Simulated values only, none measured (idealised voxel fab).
process module | voxel gate over fins
cross-section cut | 205 nm wide | cells 5 nm
A cross-section is a grid of square cells, given in bands from the top down. A band is one or more rows of cells.
Each band's line starts with the height of the band's top and of its bottom, in nm. Then come its materials from left to right, each with its width in nm. One material with "throughout" fills the band from edge to edge. "air" is empty space.
Height 0 is the level under which the wafer as received is all one material. The lowest band goes on downwards, as in "0 down".
A width such as "30 to 40" changes by the same amount from each row of cells to the next, from the band's top row to its bottom row.
"no change" after a step means that no cell of the cross-section changed.
closed voids: empty space of 8 cells or more with no open way to the top, each as width x height at its distance from the left edge, in nm
after a step's settings: what the simulator itself notes on the step
overlay nm, on a step with a mask: how far to the right of its planned place the mask lay; to the left if negative
plan
1 op RECEIVE | material Si
2 op CONFORMAL_DEP | material SiN | thk nm 10
3 op MASKED_ETCH | tone cover | mask id FINS | width nm 15 | pitch nm 40 | etch materials SiN | depth nm 10 | overlay nm 0
4 op MASKED_ETCH | tone cover | mask id FINS | width nm 15 | pitch nm 40 | etch materials Si | depth nm 40 | overlay nm 0
5 op FILL_DEP | material SiO2 | thk nm 5
6 op CMP | height nm 10
7 op SELECTIVE_ETCH | etch materials SiO2 | depth nm 20
8 op STRIP | etch materials SiN
9 op CONFORMAL_DEP | material HfO2 | thk nm 5
10 op CONFORMAL_DEP | material TiN | thk nm 5
11 op CONFORMAL_DEP | material TiAl | thk nm 5
12 op CONFORMAL_DEP | material TiN | thk nm 5
13 op FILL_DEP | material W | thk nm 15
14 op CMP | height nm 30
15 op CONFORMAL_DEP | material SiN | thk nm 10
varied across the wafers: width nm of step 4. The plan shows the first wafer's value. All wafers start alike
first wafer as received, after step 1
  0 down: Si throughout
  closed voids: none
first wafer at the end, after step 15
  40 to 30: SiN throughout
  30 to 20: W throughout
  20 to 15: W 55 | TiN 95 | W 55
  15 to 10: W 55 | TiN 5 | TiAl 85 | TiN 5 | W 55
  10 to 5: TiN 60 | TiAl 5 | TiN 35 | TiAl 5 | TiN 35 | TiAl 5 | TiN 60
  5 to 0: TiAl 65 | TiN 5 | HfO2 25 | TiN 5 | TiAl 5 | TiN 5 | HfO2 25 | TiN 5 | TiAl 65
  0 to -5: TiN 70 | HfO2 5 | Si 15 | HfO2 5 | TiN 15 | HfO2 5 | Si 15 | HfO2 5 | TiN 70
  -5 to -10: HfO2 75 | Si 15 | HfO2 25 | Si 15 | HfO2 75
  -10 to -40: SiO2 75 | Si 15 | SiO2 25 | Si 15 | SiO2 75
  -40 down: Si throughout
  closed voids: none
last wafer at the end
  40 to 30: SiN throughout
  30 to 20: W throughout
  20 to 15: W 50 | TiN 105 | W 50
  15 to 10: W 50 | TiN 5 | TiAl 95 | TiN 5 | W 50
  10 to 5: TiN 55 | TiAl 5 | TiN 85 | TiAl 5 | TiN 55
  5 to 0: TiAl 60 | TiN 5 | HfO2 35 | TiN 5 | HfO2 35 | TiN 5 | TiAl 60
  0 to -5: TiN 65 | HfO2 5 | Si 25 | HfO2 5 | TiN 5 | HfO2 5 | Si 25 | HfO2 5 | TiN 65
  -5 to -10: HfO2 70 | Si 25 | HfO2 15 | Si 25 | HfO2 70
  -10 to -40: SiO2 70 | Si 25 | SiO2 15 | Si 25 | SiO2 70
  -40 down: Si throughout
  closed voids: none
each wafer at the end: cells of each material gained (+) or lost (-) since it was received, then its closed voids
width nm 15 | +49 HfO2 | -280 Si | +82 SiN | +210 SiO2 | +47 TiAl | +94 TiN | +126 W | closed voids: none
width nm 20 | +49 HfO2 | -264 Si | +82 SiN | +198 SiO2 | +45 TiAl | +94 TiN | +124 W | closed voids: none
width nm 25 | +49 HfO2 | -248 Si | +82 SiN | +186 SiO2 | +45 TiAl | +92 TiN | +122 W | closed voids: none
